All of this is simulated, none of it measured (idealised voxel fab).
This is a process module. Its name is voxel double patterning.
205 nm wide, 5 nm square cells: that's cross-section cut.
For the purposes of this document, a cross-section shall be understood as a grid of square cells, specified as bands listed in top-to-bottom order, each band consisting of one or more rows of cells. Top height, bottom height, nm. Materials left to right, width each, nm. Single material + "full width" = fills band edge to edge. "blank" = empty. A quick word on heights: they are counted from 0, and under that level the wafer as it came to us is one material throughout. The lowest band is different from the rest in having no bottom; it simply continues downward, written as in "0 nm and below". Note: "30->40" means the width goes from the first number (top row of the band) to the second number (bottom row) in equal steps per row of cells. Step note "no alterations made" = no cross-section cell changed. In "Closed void roster" the enclosed voids are listed, meaning empty spaces of 8 cells or larger without any opening to the top. The form is width x height at distance, distance from the left edge, units nm. It should be noted that, on the line of a given step, the content following the step's settings is a remark produced by the simulator itself with respect to that step. overlay nm: for a step with a mask, the amount by which the mask lay right of where it was planned; a negative amount means left of it.
-- Here's what the planned process steps look like
1) op RECEIVE | material Si
2) op CONFORMAL_DEP | material SiO2 | thk nm 10
3) op DIRECTIONAL_DEP | material TiN | thk nm 10
4) op DIRECTIONAL_DEP | material SiN | thk nm 5
5) op MASKED_ETCH | tone open | mask id FIRST | width nm 15 | pitch nm 50 | etch materials SiN | depth nm 5 | overlay nm 0
6) op DIRECTIONAL_DEP | material aC | thk nm 15
7) op PATTERN | tone open | mask id SECOND | material resist | width nm 15 | pitch nm 50 | thk nm 30 | overlay nm 0
8) op DIRECTIONAL_ETCH | etch materials aC | depth nm 15
9) op STRIP | etch materials resist
10) op DIRECTIONAL_ETCH | etch materials SiN | depth nm 5
11) op STRIP | etch materials aC
12) op DIRECTIONAL_ETCH | etch materials TiN | depth nm 10
13) op STRIP | etch materials SiN
-- Delivered wafer in cross-section: state after step 1
  0 nm and below = Si full width
  Closed void roster: none
-- Wafer at module end, in section. Began as above, planned as above, run with one mistake
  20 nm to 10 nm = SiO2 full width
  10 nm to 0 nm = TiN full width
  0 nm and below = Si full width
  Closed void roster: none
Error vs. plan: the intended sequence of steps 2 and 3 was reversed during processing, with each occupying the position of the other
